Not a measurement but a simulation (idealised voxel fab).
Process module under the name voxel air gaps
cross-section cut | 165 nm wide | cells 5 nm
Reading order for cross-sections: top band down to bottom band. Underlying form: a grid of square cells. Band size: one or more rows of cells. Top height, bottom height, nm. Materials left to right, width each, nm. Single material + "edge to edge" = fills band edge to edge. "blank" = empty. Basically, 0 is our baseline, since under it the wafer straight out of the box is all one material. The bottom band has no lower end and keeps on going down, so it looks like "0..down". Quick explanation for "30->40": the width changes in equal steps down the rows of cells, from the first number in the band's top row to the second number in its bottom row. Where a step carries "nothing was modified", the cross-section came out of it unchanged, cell for cell. Reported under the label "Non-vented voids" are the empty spaces having no open way to the top and comprising 8 cells or more; the notation for each is width x height at distance, in which the distance is measured from the left edge and all three values are in nm. Text after the settings on a step's line: the simulator's own remark on that step. When a step includes a mask, the "overlay nm" setting on its line states how far to the right of its planned place that mask lay, and negative values state how far to the left.
The following list gives the planned process steps
1: RECEIVE [material Si]
2: CONFORMAL_DEP [material SiO2] [thk nm 10]
3: CONFORMAL_DEP [material SiN] [thk nm 5]
4: DIRECTIONAL_DEP [material lowk] [thk nm 35]
5: PATTERN [tone open] [mask id LINES] [material resist] [width nm 15] [pitch nm 45] [thk nm 20] [overlay nm 0]
6: DIRECTIONAL_ETCH [etch materials lowk] [depth nm 35]
7: STRIP [etch materials resist]
8: CONFORMAL_DEP [material TiN] [thk nm 5]
9: FILL_DEP [material Ru] [thk nm 5]
10: CMP [height nm 50]
11: EPI [material Ru] [thk nm 10]
12: SELECTIVE_ETCH [etch materials lowk] [depth nm 45]
13: CONFORMAL_DEP [material SiCN] [thk nm 5]
As received (post step 1): cross-section
  0..down: Si edge to edge
  Non-vented voids: none
Post-module cross-section: identical start and plan to those above, one misstep in execution
  65..60: 15 nm blank | 135 nm SiCN | 15 nm blank
  60..50: 15 nm blank | 5 nm SiCN | 35 nm Ru | 10 nm SiCN | 35 nm Ru | 10 nm SiCN | 35 nm Ru | 5 nm SiCN | 15 nm blank
  50..45: 15 nm blank | 15 nm SiCN | 5 nm TiN | 5 nm Ru | 5 nm TiN | 30 nm SiCN | 5 nm TiN | 5 nm Ru | 5 nm TiN | 30 nm SiCN | 5 nm TiN | 5 nm Ru | 5 nm TiN | 15 nm SiCN | 15 nm blank
  45..20: 25 nm blank | 5 nm SiCN | 5 nm TiN | 5 nm Ru | 5 nm TiN | 5 nm SiCN | 20 nm blank | 5 nm SiCN | 5 nm TiN | 5 nm Ru | 5 nm TiN | 5 nm SiCN | 20 nm blank | 5 nm SiCN | 5 nm TiN | 5 nm Ru | 5 nm TiN | 5 nm SiCN | 25 nm blank
  20..15: 30 nm SiCN | 15 nm TiN | 30 nm SiCN | 15 nm TiN | 30 nm SiCN | 15 nm TiN | 30 nm SiCN
  15..5: SiO2 edge to edge
  5..0: SiN edge to edge
  0..down: Si edge to edge
  Non-vented voids: 20 x 25 at 50; 20 x 25 at 95
Run error: a sequencing error occurred in which plan steps 2 and 3 were transposed
